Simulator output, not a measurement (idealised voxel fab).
Name of the process module below: voxel self aligned contacts
Square cell edge 5 nm, section width 185 nm, ID cut.
We lay out every cross-section as a grid of square cells and spell it out in bands from the top down, where one band means one or more rows of cells. First you get the band's top height and its bottom height, in nm, and then the materials it's made of, left to right, with each width in nm. If you see a single material with "throughout", that one covers the band edge to edge. "air" is empty space. Height is counted from the level 0, under which the received wafer is composed throughout of one material. The lowest of the bands is not closed at the bottom but continues downward, in the notation "z 0 and below". Graded width ("30 to 40"): value in top row of band = first number; value in bottom row = second number; row-to-row change constant. Basically "all unchanged" means that step didn't change any cell in the cross-section. Heads up: "Fully sealed voids" only lists the empty pockets with no open path to the top that are 8 cells or more, and it writes them as width x height at distance, distance from the left edge, in nm. Text after the settings on a step's line: the simulator's own remark on that step. overlay nm, on a step with a mask: how far to the right of its planned place the mask lay; to the left if negative. So the way this works: pairs, before and after one process step. The after picture only goes down to the lowest band that actually changed, nothing below. Step and its settings are under each pair. And watch out, pairs might come from different runs of this module, same starting wafer though, so a pair only follows on from the one above if its "before" entry tells you so.
Before
	z 0 and below: Si throughout
	Fully sealed voids: none
Post-Process View
	z 5 to 0: SiO2 throughout
	Anything lower than 0 is untouched.
	Fully sealed voids: none
Between the two cross-sections shown above lies CONFORMAL_DEP, material SiO2, thk nm 5
before: look at the pair above, its after cross-section is where this step starts.
Post-Process View
	z 35 to 5: polySi throughout
	Anything lower than 5 is untouched.
	Fully sealed voids: none
Between the two cross-sections shown above lies DIRECTIONAL_DEP, material polySi, thk nm 30
before: look at the pair above, its after cross-section is where this step starts.
Post-Process View
	z 55 to 35: SiN throughout
	Anything lower than 35 is untouched.
	Fully sealed voids: none
Between the two cross-sections shown above lies DIRECTIONAL_DEP, material SiN, thk nm 20
before: look at the pair above, its after cross-section is where this step starts.
Post-Process View
	z 55 to 35: air: 50 / SiN: 25 / air: 35 / SiN: 25 / air: 50
	Anything lower than 35 is untouched.
	Fully sealed voids: none
Between the two cross-sections shown above lies MASKED_ETCH, tone cover, mask id GATE, width nm 25, pitch nm 60, etch materials SiN, depth nm 20, overlay nm 0
before: look at the pair above, its after cross-section is where this step starts.
Post-Process View
	z 55 to 35: air: 50 / SiN: 25 / air: 35 / SiN: 25 / air: 50
	z 35 to 5: air: 50 / polySi: 25 / air: 35 / polySi: 25 / air: 50
	Anything lower than 5 is untouched.
	Fully sealed voids: none
Between the two cross-sections shown above lies MASKED_ETCH, tone cover, mask id GATE, width nm 25, pitch nm 60, etch materials polySi, depth nm 30, overlay nm 0
before: look at the pair above, its after cross-section is where this step starts.
Post-Process View
	z 65 to 35: air: 40 / SiN: 45 / air: 15 / SiN: 45 / air: 40
	z 35 to 15: air: 40 / SiN: 10 / polySi: 25 / SiN: 10 / air: 15 / SiN: 10 / polySi: 25 / SiN: 10 / air: 40
	z 15 to 5: SiN: 50 / polySi: 25 / SiN: 35 / polySi: 25 / SiN: 50
	Anything lower than 5 is untouched.
	Fully sealed voids: none
Between the two cross-sections shown above lies CONFORMAL_DEP, material SiN, thk nm 10
before: look at the pair above, its after cross-section is where this step starts.
Post-Process View
	z 55 to 35: air: 40 / SiN: 45 / air: 15 / SiN: 45 / air: 40
	z 35 to 5: air: 40 / SiN: 10 / polySi: 25 / SiN: 10 / air: 15 / SiN: 10 / polySi: 25 / SiN: 10 / air: 40
	Anything lower than 5 is untouched.
	Fully sealed voids: none
Between the two cross-sections shown above lies DIRECTIONAL_ETCH, etch materials SiN, depth nm 10
before: look at the pair above, its after cross-section is where this step starts.
Post-Process View
	z 65 to 55: SiO2 throughout
	z 55 to 35: SiO2: 40 / SiN: 45 / SiO2: 15 / SiN: 45 / SiO2: 40
	z 35 to 5: SiO2: 40 / SiN: 10 / polySi: 25 / SiN: 10 / SiO2: 15 / SiN: 10 / polySi: 25 / SiN: 10 / SiO2: 40
	Anything lower than 5 is untouched.
	Fully sealed voids: none
Between the two cross-sections shown above lies FILL_DEP, material SiO2, thk nm 10
before: look at the pair above, its after cross-section is where this step starts.
Post-Process View
	z 60 to 55: SiO2 throughout
	Anything lower than 55 is untouched.
	Fully sealed voids: none
Between the two cross-sections shown above lies CMP, height nm 60
before: look at the pair above, its after cross-section is where this step starts.
Post-Process View
	z 70 to 60: aC throughout
	Anything lower than 60 is untouched.
	Fully sealed voids: none
Between the two cross-sections shown above lies DIRECTIONAL_DEP, material aC, thk nm 10
before: look at the pair above, its after cross-section is where this step starts.
Post-Process View
	z 95 to 70: resist: 70 / air: 45 / resist: 70
	Anything lower than 70 is untouched.
	Fully sealed voids: none
Between the two cross-sections shown above lies PATTERN, tone open, mask id CONTACT, material resist, width nm 45, thk nm 25, overlay nm 0
before: look at the pair above, its after cross-section is where this step starts.
Post-Process View
	z 85 to 70: resist: 70 / air: 45 / resist: 70
	z 70 to 60: aC: 70 / air: 45 / aC: 70
	Anything lower than 60 is untouched.
	Fully sealed voids: none
Between the two cross-sections shown above lies DIRECTIONAL_ETCH, etch materials aC, depth nm 10
before: look at the pair above, its after cross-section is where this step starts.
Post-Process View
	z 70 to 60: aC: 70 / air: 45 / aC: 70
	Anything lower than 60 is untouched.
	Fully sealed voids: none
Between the two cross-sections shown above lies STRIP, etch materials resist
before: look at the pair above, its after cross-section is where this step starts.
Post-Process View
	z 70 to 60: aC: 70 / air: 45 / aC: 70
	z 60 to 55: SiO2: 70 / air: 45 / SiO2: 70
	z 55 to 35: SiO2: 40 / SiN: 45 / air: 15 / SiN: 45 / SiO2: 40
	z 35 to 5: SiO2: 40 / SiN: 10 / polySi: 25 / SiN: 10 / air: 15 / SiN: 10 / polySi: 25 / SiN: 10 / SiO2: 40
	z 5 to 0: SiO2: 85 / air: 15 / SiO2: 85
	Anything lower than 0 is untouched.
	Fully sealed voids: none
Between the two cross-sections shown above lies DIRECTIONAL_ETCH, etch materials SiO2, depth nm 60
before: look at the pair above, its after cross-section is where this step starts.
Post-Process View
	z 60 to 55: SiO2: 70 / air: 45 / SiO2: 70
	Anything lower than 55 is untouched.
	Fully sealed voids: none
Between the two cross-sections shown above lies STRIP, etch materials aC
before: look at the pair above, its after cross-section is where this step starts.
Post-Process View
	z 65 to 60: TiN: 75 / air: 35 / TiN: 75
	z 60 to 55: SiO2: 70 / TiN: 20 / air: 5 / TiN: 20 / SiO2: 70
	z 55 to 35: SiO2: 40 / SiN: 45 / TiN: 5 / air: 5 / TiN: 5 / SiN: 45 / SiO2: 40
	z 35 to 5: SiO2: 40 / SiN: 10 / polySi: 25 / SiN: 10 / TiN: 5 / air: 5 / TiN: 5 / SiN: 10 / polySi: 25 / SiN: 10 / SiO2: 40
	z 5 to 0: SiO2: 85 / TiN: 15 / SiO2: 85
	Anything lower than 0 is untouched.
	Fully sealed voids: none
Between the two cross-sections shown above lies CONFORMAL_DEP, material TiN, thk nm 5
before: look at the pair above, its after cross-section is where this step starts.
Post-Process View
	z 75 to 65: Ru throughout
	z 65 to 60: TiN: 75 / Ru: 35 / TiN: 75
	z 60 to 55: SiO2: 70 / TiN: 20 / Ru: 5 / TiN: 20 / SiO2: 70
	z 55 to 35: SiO2: 40 / SiN: 45 / TiN: 5 / Ru: 5 / TiN: 5 / SiN: 45 / SiO2: 40
	z 35 to 5: SiO2: 40 / SiN: 10 / polySi: 25 / SiN: 10 / TiN: 5 / Ru: 5 / TiN: 5 / SiN: 10 / polySi: 25 / SiN: 10 / SiO2: 40
	Anything lower than 5 is untouched.
	Fully sealed voids: none
Between the two cross-sections shown above lies FILL_DEP, material Ru, thk nm 10
before: look at the pair above, its after cross-section is where this step starts.
Post-Process View
	z 60 to 55: SiO2: 70 / TiN: 20 / Ru: 5 / TiN: 20 / SiO2: 70
	Anything lower than 55 is untouched.
	Fully sealed voids: none
Between the two cross-sections shown above lies CMP, height nm 60
before: look at the pair above, its after cross-section is where this step starts.
Post-Process View
	z 65 to 60: SiCN throughout
	Anything lower than 60 is untouched.
	Fully sealed voids: none
Between the two cross-sections shown above lies CONFORMAL_DEP, material SiCN, thk nm 5
Before
	z 0 and below: Si throughout
	Fully sealed voids: none
Post-Process View
	z 30 to 0: polySi throughout
	Anything lower than 0 is untouched.
	Fully sealed voids: none
Between the two cross-sections shown above lies DIRECTIONAL_DEP, material polySi, thk nm 30
before: look at the pair above, its after cross-section is where this step starts.
Post-Process View
	z 50 to 30: SiN throughout
	Anything lower than 30 is untouched.
	Fully sealed voids: none
Between the two cross-sections shown above lies DIRECTIONAL_DEP, material SiN, thk nm 20
before: look at the pair above, its after cross-section is where this step starts.
Post-Process View
	z 50 to 30: air: 50 / SiN: 25 / air: 35 / SiN: 25 / air: 50
	Anything lower than 30 is untouched.
	Fully sealed voids: none
Between the two cross-sections shown above lies MASKED_ETCH, tone cover, mask id GATE, width nm 25, pitch nm 60, etch materials SiN, depth nm 20, overlay nm 0
before: look at the pair above, its after cross-section is where this step starts.
Post-Process View
	z 50 to 30: air: 50 / SiN: 25 / air: 35 / SiN: 25 / air: 50
	z 30 to 0: air: 50 / polySi: 25 / air: 35 / polySi: 25 / air: 50
	Anything lower than 0 is untouched.
	Fully sealed voids: none
Between the two cross-sections shown above lies MASKED_ETCH, tone cover, mask id GATE, width nm 25, pitch nm 60, etch materials polySi, depth nm 30, overlay nm 0
before: look at the pair above, its after cross-section is where this step starts.
Post-Process View
	z 60 to 30: air: 40 / SiN: 45 / air: 15 / SiN: 45 / air: 40
	z 30 to 10: air: 40 / SiN: 10 / polySi: 25 / SiN: 10 / air: 15 / SiN: 10 / polySi: 25 / SiN: 10 / air: 40
	z 10 to 0: SiN: 50 / polySi: 25 / SiN: 35 / polySi: 25 / SiN: 50
	Anything lower than 0 is untouched.
	Fully sealed voids: none
Between the two cross-sections shown above lies CONFORMAL_DEP, material SiN, thk nm 10
before: look at the pair above, its after cross-section is where this step starts.
Post-Process View
	z 50 to 30: air: 40 / SiN: 45 / air: 15 / SiN: 45 / air: 40
	z 30 to 0: air: 40 / SiN: 10 / polySi: 25 / SiN: 10 / air: 15 / SiN: 10 / polySi: 25 / SiN: 10 / air: 40
	Anything lower than 0 is untouched.
	Fully sealed voids: none
Between the two cross-sections shown above lies DIRECTIONAL_ETCH, etch materials SiN, depth nm 10
before: look at the pair above, its after cross-section is where this step starts.
Post-Process View
	z 60 to 50: SiO2 throughout
	z 50 to 30: SiO2: 40 / SiN: 45 / SiO2: 15 / SiN: 45 / SiO2: 40
	z 30 to 0: SiO2: 40 / SiN: 10 / polySi: 25 / SiN: 10 / SiO2: 15 / SiN: 10 / polySi: 25 / SiN: 10 / SiO2: 40
	Anything lower than 0 is untouched.
	Fully sealed voids: none
Between the two cross-sections shown above lies FILL_DEP, material SiO2, thk nm 10
before: look at the pair above, its after cross-section is where this step starts.
Post-Process View
	z 70 to 60: aC throughout
	Anything lower than 60 is untouched.
	Fully sealed voids: none
Between the two cross-sections shown above lies DIRECTIONAL_DEP, material aC, thk nm 10
before: look at the pair above, its after cross-section is where this step starts.
Post-Process View
	z 95 to 70: resist: 70 / air: 45 / resist: 70
	Anything lower than 70 is untouched.
	Fully sealed voids: none
Between the two cross-sections shown above lies PATTERN, tone open, mask id CONTACT, material resist, width nm 45, thk nm 25, overlay nm 0
before: look at the pair above, its after cross-section is where this step starts.
Post-Process View
	z 85 to 70: resist: 70 / air: 45 / resist: 70
	z 70 to 60: aC: 70 / air: 45 / aC: 70
	Anything lower than 60 is untouched.
	Fully sealed voids: none
Between the two cross-sections shown above lies DIRECTIONAL_ETCH, etch materials aC, depth nm 10
before: look at the pair above, its after cross-section is where this step starts.
Post-Process View
	z 70 to 60: aC: 70 / air: 45 / aC: 70
	Anything lower than 60 is untouched.
	Fully sealed voids: none
Between the two cross-sections shown above lies STRIP, etch materials resist
before: look at the pair above, its after cross-section is where this step starts.
Post-Process View
	z 70 to 60: aC: 70 / air: 45 / aC: 70
	z 60 to 50: SiO2: 70 / air: 45 / SiO2: 70
	z 50 to 30: SiO2: 40 / SiN: 45 / air: 15 / SiN: 45 / SiO2: 40
	z 30 to 0: SiO2: 40 / SiN: 10 / polySi: 25 / SiN: 10 / air: 15 / SiN: 10 / polySi: 25 / SiN: 10 / SiO2: 40
	Anything lower than 0 is untouched.
	Fully sealed voids: none
Between the two cross-sections shown above lies DIRECTIONAL_ETCH, etch materials SiO2, depth nm 60
before: look at the pair above, its after cross-section is where this step starts.
Post-Process View
	z 60 to 50: SiO2: 70 / air: 45 / SiO2: 70
	Anything lower than 50 is untouched.
	Fully sealed voids: none
Between the two cross-sections shown above lies STRIP, etch materials aC
before: look at the pair above, its after cross-section is where this step starts.
Post-Process View
	z 65 to 60: TiN: 75 / air: 35 / TiN: 75
	z 60 to 50: SiO2: 70 / TiN: 5 to 20 / air: 35 to 5 / TiN: 5 to 20 / SiO2: 70
	z 50 to 30: SiO2: 40 / SiN: 45 / TiN: 5 / air: 5 / TiN: 5 / SiN: 45 / SiO2: 40
	z 30 to 5: SiO2: 40 / SiN: 10 / polySi: 25 / SiN: 10 / TiN: 5 / air: 5 / TiN: 5 / SiN: 10 / polySi: 25 / SiN: 10 / SiO2: 40
	z 5 to 0: SiO2: 40 / SiN: 10 / polySi: 25 / SiN: 10 / TiN: 15 / SiN: 10 / polySi: 25 / SiN: 10 / SiO2: 40
	Anything lower than 0 is untouched.
	Fully sealed voids: none
Between the two cross-sections shown above lies CONFORMAL_DEP, material TiN, thk nm 5
before: look at the pair above, its after cross-section is where this step starts.
Post-Process View
	z 75 to 65: Ru throughout
	z 65 to 60: TiN: 75 / Ru: 35 / TiN: 75
	z 60 to 50: SiO2: 70 / TiN: 5 to 20 / Ru: 35 to 5 / TiN: 5 to 20 / SiO2: 70
	z 50 to 30: SiO2: 40 / SiN: 45 / TiN: 5 / Ru: 5 / TiN: 5 / SiN: 45 / SiO2: 40
	z 30 to 5: SiO2: 40 / SiN: 10 / polySi: 25 / SiN: 10 / TiN: 5 / Ru: 5 / TiN: 5 / SiN: 10 / polySi: 25 / SiN: 10 / SiO2: 40
	Anything lower than 5 is untouched.
	Fully sealed voids: none
Between the two cross-sections shown above lies FILL_DEP, material Ru, thk nm 10
before: look at the pair above, its after cross-section is where this step starts.
Post-Process View
	z 60 to 50: SiO2: 70 / TiN: 5 to 20 / Ru: 35 to 5 / TiN: 5 to 20 / SiO2: 70
	Anything lower than 50 is untouched.
	Fully sealed voids: none
Between the two cross-sections shown above lies CMP, height nm 60
before: look at the pair above, its after cross-section is where this step starts.
Post-Process View
	z 65 to 60: SiCN throughout
	Anything lower than 60 is untouched.
	Fully sealed voids: none
Between the two cross-sections shown above lies CONFORMAL_DEP, material SiCN, thk nm 5
Before
	z 55 to 35: SiN throughout
	z 35 to 5: polySi throughout
	z 5 to 0: SiO2 throughout
	z 0 and below: Si throughout
	Fully sealed voids: none
Post-Process View
	z 75 to 35: SiN throughout
	Anything lower than 35 is untouched.
	Fully sealed voids: none
Between the two cross-sections shown above lies DIRECTIONAL_DEP, material SiN, thk nm 20
before: look at the pair above, its after cross-section is where this step starts.
Post-Process View
	z 75 to 55: air: 50 / SiN: 25 / air: 35 / SiN: 25 / air: 50
	Anything lower than 55 is untouched.
	Fully sealed voids: none
Between the two cross-sections shown above lies MASKED_ETCH, tone cover, mask id GATE, width nm 25, pitch nm 60, etch materials SiN, depth nm 20, overlay nm 0
before: look at the pair above, its after cross-section is where this step starts.
Post-Process View
	z 85 to 65: air: 40 / SiN: 45 / air: 15 / SiN: 45 / air: 40
	z 65 to 35: SiN throughout
	Anything lower than 35 is untouched.
	Fully sealed voids: none
Between the two cross-sections shown above lies CONFORMAL_DEP, material SiN, thk nm 10
before: look at the pair above, its after cross-section is where this step starts.
Post-Process View
	z 75 to 55: air: 40 / SiN: 45 / air: 15 / SiN: 45 / air: 40
	Anything lower than 55 is untouched.
	Fully sealed voids: none
Between the two cross-sections shown above lies DIRECTIONAL_ETCH, etch materials SiN, depth nm 10
before: look at the pair above, its after cross-section is where this step starts.
Post-Process View
	z 85 to 75: SiO2 throughout
	z 75 to 55: SiO2: 40 / SiN: 45 / SiO2: 15 / SiN: 45 / SiO2: 40
	Anything lower than 55 is untouched.
	Fully sealed voids: none
Between the two cross-sections shown above lies FILL_DEP, material SiO2, thk nm 10
before: look at the pair above, its after cross-section is where this step starts.
Post-Process View
	z 60 to 55: SiO2: 40 / SiN: 45 / SiO2: 15 / SiN: 45 / SiO2: 40
	Anything lower than 55 is untouched.
	Fully sealed voids: none
Between the two cross-sections shown above lies CMP, height nm 60
before: look at the pair above, its after cross-section is where this step starts.
Post-Process View
	z 70 to 60: aC throughout
	Anything lower than 60 is untouched.
	Fully sealed voids: none
Between the two cross-sections shown above lies DIRECTIONAL_DEP, material aC, thk nm 10
before: look at the pair above, its after cross-section is where this step starts.
Post-Process View
	z 95 to 70: resist: 70 / air: 45 / resist: 70
	Anything lower than 70 is untouched.
	Fully sealed voids: none
Between the two cross-sections shown above lies PATTERN, tone open, mask id CONTACT, material resist, width nm 45, thk nm 25, overlay nm 0
before: look at the pair above, its after cross-section is where this step starts.
Post-Process View
	z 85 to 70: resist: 70 / air: 45 / resist: 70
	z 70 to 60: aC: 70 / air: 45 / aC: 70
	Anything lower than 60 is untouched.
	Fully sealed voids: none
Between the two cross-sections shown above lies DIRECTIONAL_ETCH, etch materials aC, depth nm 10
before: look at the pair above, its after cross-section is where this step starts.
Post-Process View
	z 70 to 60: aC: 70 / air: 45 / aC: 70
	Anything lower than 60 is untouched.
	Fully sealed voids: none
Between the two cross-sections shown above lies STRIP, etch materials resist
before: look at the pair above, its after cross-section is where this step starts.
Post-Process View
	z 70 to 60: aC: 70 / air: 45 / aC: 70
	z 60 to 55: SiO2: 40 / SiN: 45 / air: 15 / SiN: 45 / SiO2: 40
	Anything lower than 55 is untouched.
	Fully sealed voids: none
Between the two cross-sections shown above lies DIRECTIONAL_ETCH, etch materials SiO2, depth nm 60
before: look at the pair above, its after cross-section is where this step starts.
Post-Process View
	z 60 to 55: SiO2: 40 / SiN: 45 / air: 15 / SiN: 45 / SiO2: 40
	Anything lower than 55 is untouched.
	Fully sealed voids: none
Between the two cross-sections shown above lies STRIP, etch materials aC
before: look at the pair above, its after cross-section is where this step starts.
Post-Process View
	z 65 to 60: TiN: 90 / air: 5 / TiN: 90
	z 60 to 55: SiO2: 40 / SiN: 45 / TiN: 15 / SiN: 45 / SiO2: 40
	Anything lower than 55 is untouched.
	Fully sealed voids: none
Between the two cross-sections shown above lies CONFORMAL_DEP, material TiN, thk nm 5
before: look at the pair above, its after cross-section is where this step starts.
Post-Process View
	z 75 to 65: Ru throughout
	z 65 to 60: TiN: 90 / Ru: 5 / TiN: 90
	Anything lower than 60 is untouched.
	Fully sealed voids: none
Between the two cross-sections shown above lies FILL_DEP, material Ru, thk nm 10
before: look at the pair above, its after cross-section is where this step starts.
Post-Process View
	z 60 to 55: SiO2: 40 / SiN: 45 / TiN: 15 / SiN: 45 / SiO2: 40
	Anything lower than 55 is untouched.
	Fully sealed voids: none
Between the two cross-sections shown above lies CMP, height nm 60
before: look at the pair above, its after cross-section is where this step starts.
Post-Process View
	z 65 to 60: SiCN throughout
	Anything lower than 60 is untouched.
	Fully sealed voids: none
Between the two cross-sections shown above lies CONFORMAL_DEP, material SiCN, thk nm 5
Before
	z 55 to 35: air: 50 / SiN: 25 / air: 35 / SiN: 25 / air: 50
	z 35 to 5: air: 50 / polySi: 25 / air: 35 / polySi: 25 / air: 50
	z 5 to 0: SiO2 throughout
	z 0 and below: Si throughout
	Fully sealed voids: none
Post-Process View
	z 45 to 35: air: 50 / SiN: 25 / air: 35 / SiN: 25 / air: 50
	Anything lower than 35 is untouched.
	Fully sealed voids: none
Between the two cross-sections shown above lies DIRECTIONAL_ETCH, etch materials SiN, depth nm 10
before: look at the pair above, its after cross-section is where this step starts.
Post-Process View
	z 55 to 35: air: 40 / SiN: 45 / air: 15 / SiN: 45 / air: 40
	z 35 to 15: air: 40 / SiN: 10 / polySi: 25 / SiN: 10 / air: 15 / SiN: 10 / polySi: 25 / SiN: 10 / air: 40
	z 15 to 5: SiN: 50 / polySi: 25 / SiN: 35 / polySi: 25 / SiN: 50
	Anything lower than 5 is untouched.
	Fully sealed voids: none
Between the two cross-sections shown above lies CONFORMAL_DEP, material SiN, thk nm 10
before: look at the pair above, its after cross-section is where this step starts.
Post-Process View
	z 65 to 55: SiO2 throughout
	z 55 to 35: SiO2: 40 / SiN: 45 / SiO2: 15 / SiN: 45 / SiO2: 40
	z 35 to 15: SiO2: 40 / SiN: 10 / polySi: 25 / SiN: 10 / SiO2: 15 / SiN: 10 / polySi: 25 / SiN: 10 / SiO2: 40
	Anything lower than 15 is untouched.
	Fully sealed voids: none
Between the two cross-sections shown above lies FILL_DEP, material SiO2, thk nm 10
before: look at the pair above, its after cross-section is where this step starts.
Post-Process View
	z 60 to 55: SiO2 throughout
	Anything lower than 55 is untouched.
	Fully sealed voids: none
Between the two cross-sections shown above lies CMP, height nm 60
before: look at the pair above, its after cross-section is where this step starts.
Post-Process View
	z 70 to 60: aC throughout
	Anything lower than 60 is untouched.
	Fully sealed voids: none
Between the two cross-sections shown above lies DIRECTIONAL_DEP, material aC, thk nm 10
before: look at the pair above, its after cross-section is where this step starts.
Post-Process View
	z 95 to 70: resist: 70 / air: 45 / resist: 70
	Anything lower than 70 is untouched.
	Fully sealed voids: none
Between the two cross-sections shown above lies PATTERN, tone open, mask id CONTACT, material resist, width nm 45, thk nm 25, overlay nm 0
before: look at the pair above, its after cross-section is where this step starts.
Post-Process View
	z 85 to 70: resist: 70 / air: 45 / resist: 70
	z 70 to 60: aC: 70 / air: 45 / aC: 70
	Anything lower than 60 is untouched.
	Fully sealed voids: none
Between the two cross-sections shown above lies DIRECTIONAL_ETCH, etch materials aC, depth nm 10
before: look at the pair above, its after cross-section is where this step starts.
Post-Process View
	z 70 to 60: aC: 70 / air: 45 / aC: 70
	Anything lower than 60 is untouched.
	Fully sealed voids: none
Between the two cross-sections shown above lies STRIP, etch materials resist
before: look at the pair above, its after cross-section is where this step starts.
Post-Process View
	z 70 to 60: aC: 70 / air: 45 / aC: 70
	z 60 to 55: SiO2: 70 / air: 45 / SiO2: 70
	z 55 to 35: SiO2: 40 / SiN: 45 / air: 15 / SiN: 45 / SiO2: 40
	z 35 to 15: SiO2: 40 / SiN: 10 / polySi: 25 / SiN: 10 / air: 15 / SiN: 10 / polySi: 25 / SiN: 10 / SiO2: 40
	Anything lower than 15 is untouched.
	Fully sealed voids: none
Between the two cross-sections shown above lies DIRECTIONAL_ETCH, etch materials SiO2, depth nm 60
before: look at the pair above, its after cross-section is where this step starts.
Post-Process View
	z 60 to 55: SiO2: 70 / air: 45 / SiO2: 70
	Anything lower than 55 is untouched.
	Fully sealed voids: none
Between the two cross-sections shown above lies STRIP, etch materials aC
before: look at the pair above, its after cross-section is where this step starts.
Post-Process View
	z 65 to 60: TiN: 75 / air: 35 / TiN: 75
	z 60 to 55: SiO2: 70 / TiN: 20 / air: 5 / TiN: 20 / SiO2: 70
	z 55 to 35: SiO2: 40 / SiN: 45 / TiN: 5 / air: 5 / TiN: 5 / SiN: 45 / SiO2: 40
	z 35 to 20: SiO2: 40 / SiN: 10 / polySi: 25 / SiN: 10 / TiN: 5 / air: 5 / TiN: 5 / SiN: 10 / polySi: 25 / SiN: 10 / SiO2: 40
	z 20 to 15: SiO2: 40 / SiN: 10 / polySi: 25 / SiN: 10 / TiN: 15 / SiN: 10 / polySi: 25 / SiN: 10 / SiO2: 40
	Anything lower than 15 is untouched.
	Fully sealed voids: none
Between the two cross-sections shown above lies CONFORMAL_DEP, material TiN, thk nm 5
before: look at the pair above, its after cross-section is where this step starts.
Post-Process View
	z 75 to 65: Ru throughout
	z 65 to 60: TiN: 75 / Ru: 35 / TiN: 75
	z 60 to 55: SiO2: 70 / TiN: 20 / Ru: 5 / TiN: 20 / SiO2: 70
	z 55 to 35: SiO2: 40 / SiN: 45 / TiN: 5 / Ru: 5 / TiN: 5 / SiN: 45 / SiO2: 40
	z 35 to 20: SiO2: 40 / SiN: 10 / polySi: 25 / SiN: 10 / TiN: 5 / Ru: 5 / TiN: 5 / SiN: 10 / polySi: 25 / SiN: 10 / SiO2: 40
	Anything lower than 20 is untouched.
	Fully sealed voids: none
Between the two cross-sections shown above lies FILL_DEP, material Ru, thk nm 10
before: look at the pair above, its after cross-section is where this step starts.
Post-Process View
	z 60 to 55: SiO2: 70 / TiN: 20 / Ru: 5 / TiN: 20 / SiO2: 70
	Anything lower than 55 is untouched.
	Fully sealed voids: none
Between the two cross-sections shown above lies CMP, height nm 60
before: look at the pair above, its after cross-section is where this step starts.
Post-Process View
	z 65 to 60: SiCN throughout
	Anything lower than 60 is untouched.
	Fully sealed voids: none
Between the two cross-sections shown above lies CONFORMAL_DEP, material SiCN, thk nm 5
Before
	z 70 to 60: aC: 70 / air: 45 / aC: 70
	z 60 to 55: SiO2 throughout
	z 55 to 35: SiO2: 40 / SiN: 45 / SiO2: 15 / SiN: 45 / SiO2: 40
	z 35 to 5: SiO2: 40 / SiN: 10 / polySi: 25 / SiN: 10 / SiO2: 15 / SiN: 10 / polySi: 25 / SiN: 10 / SiO2: 40
	z 5 to 0: SiO2 throughout
	z 0 and below: Si throughout
	Fully sealed voids: none
Post-Process View
	z 70 to 60: aC: 70 / air: 45 / aC: 70
	z 60 to 55: SiO2: 70 / air: 45 / SiO2: 70
	z 55 to 35: SiO2: 40 / SiN: 45 / air: 15 / SiN: 45 / SiO2: 40
	z 35 to 10: SiO2: 40 / SiN: 10 / polySi: 25 / SiN: 10 / air: 15 / SiN: 10 / polySi: 25 / SiN: 10 / SiO2: 40
	Anything lower than 10 is untouched.
	Fully sealed voids: none
Between the two cross-sections shown above lies DIRECTIONAL_ETCH, etch materials SiO2, depth nm 50
before: look at the pair above, its after cross-section is where this step starts.
Post-Process View
	z 60 to 55: SiO2: 70 / air: 45 / SiO2: 70
	Anything lower than 55 is untouched.
	Fully sealed voids: none
Between the two cross-sections shown above lies STRIP, etch materials aC
before: look at the pair above, its after cross-section is where this step starts.
Post-Process View
	z 65 to 60: TiN: 75 / air: 35 / TiN: 75
	z 60 to 55: SiO2: 70 / TiN: 20 / air: 5 / TiN: 20 / SiO2: 70
	z 55 to 35: SiO2: 40 / SiN: 45 / TiN: 5 / air: 5 / TiN: 5 / SiN: 45 / SiO2: 40
	z 35 to 15: SiO2: 40 / SiN: 10 / polySi: 25 / SiN: 10 / TiN: 5 / air: 5 / TiN: 5 / SiN: 10 / polySi: 25 / SiN: 10 / SiO2: 40
	z 15 to 10: SiO2: 40 / SiN: 10 / polySi: 25 / SiN: 10 / TiN: 15 / SiN: 10 / polySi: 25 / SiN: 10 / SiO2: 40
	Anything lower than 10 is untouched.
	Fully sealed voids: none
Between the two cross-sections shown above lies CONFORMAL_DEP, material TiN, thk nm 5
before: look at the pair above, its after cross-section is where this step starts.
Post-Process View
	z 75 to 65: Ru throughout
	z 65 to 60: TiN: 75 / Ru: 35 / TiN: 75
	z 60 to 55: SiO2: 70 / TiN: 20 / Ru: 5 / TiN: 20 / SiO2: 70
	z 55 to 35: SiO2: 40 / SiN: 45 / TiN: 5 / Ru: 5 / TiN: 5 / SiN: 45 / SiO2: 40
	z 35 to 15: SiO2: 40 / SiN: 10 / polySi: 25 / SiN: 10 / TiN: 5 / Ru: 5 / TiN: 5 / SiN: 10 / polySi: 25 / SiN: 10 / SiO2: 40
	Anything lower than 15 is untouched.
	Fully sealed voids: none
Between the two cross-sections shown above lies FILL_DEP, material Ru, thk nm 10
before: look at the pair above, its after cross-section is where this step starts.
Post-Process View
	z 60 to 55: SiO2: 70 / TiN: 20 / Ru: 5 / TiN: 20 / SiO2: 70
	Anything lower than 55 is untouched.
	Fully sealed voids: none
Between the two cross-sections shown above lies CMP, height nm 60
before: look at the pair above, its after cross-section is where this step starts.
Post-Process View
	z 65 to 60: SiCN throughout
	Anything lower than 60 is untouched.
	Fully sealed voids: none
Between the two cross-sections shown above lies CONFORMAL_DEP, material SiCN, thk nm 5
Before
	z 55 to 35: SiN throughout
	z 35 to 5: polySi throughout
	z 5 to 0: SiO2 throughout
	z 0 and below: Si throughout
	Fully sealed voids: none
Post-Process View
	z 55 to 35: air: 55 / SiN: 20 / air: 40 / SiN: 20 / air: 50
	Anything lower than 35 is untouched.
	Fully sealed voids: none
Between the two cross-sections shown above lies MASKED_ETCH, tone cover, mask id GATE, width nm 20, pitch nm 60, etch materials SiN, depth nm 20, overlay nm 0
before: look at the pair above, its after cross-section is where this step starts.
Post-Process View
	z 55 to 35: air: 55 / SiN: 20 / air: 40 / SiN: 20 / air: 50
	z 35 to 5: air: 50 / polySi: 25 / air: 35 / polySi: 25 / air: 50
	Anything lower than 5 is untouched.
	Fully sealed voids: none
Between the two cross-sections shown above lies MASKED_ETCH, tone cover, mask id GATE, width nm 25, pitch nm 60, etch materials polySi, depth nm 30, overlay nm 0
before: look at the pair above, its after cross-section is where this step starts.
Post-Process View
	z 65 to 45: air: 45 / SiN: 40 / air: 20 / SiN: 40 / air: 40
	z 45 to 35: air: 40 / SiN: 45 / air: 15 / SiN: 45 / air: 40
	z 35 to 15: air: 40 / SiN: 10 / polySi: 25 / SiN: 10 / air: 15 / SiN: 10 / polySi: 25 / SiN: 10 / air: 40
	z 15 to 5: SiN: 50 / polySi: 25 / SiN: 35 / polySi: 25 / SiN: 50
	Anything lower than 5 is untouched.
	Fully sealed voids: none
Between the two cross-sections shown above lies CONFORMAL_DEP, material SiN, thk nm 10
before: look at the pair above, its after cross-section is where this step starts.
Post-Process View
	z 55 to 35: air: 45 / SiN: 40 / air: 20 / SiN: 40 / air: 40
	z 35 to 5: air: 40 / SiN: 10 / polySi: 25 / SiN: 10 / air: 15 / SiN: 10 / polySi: 25 / SiN: 10 / air: 40
	Anything lower than 5 is untouched.
	Fully sealed voids: none
Between the two cross-sections shown above lies DIRECTIONAL_ETCH, etch materials SiN, depth nm 10
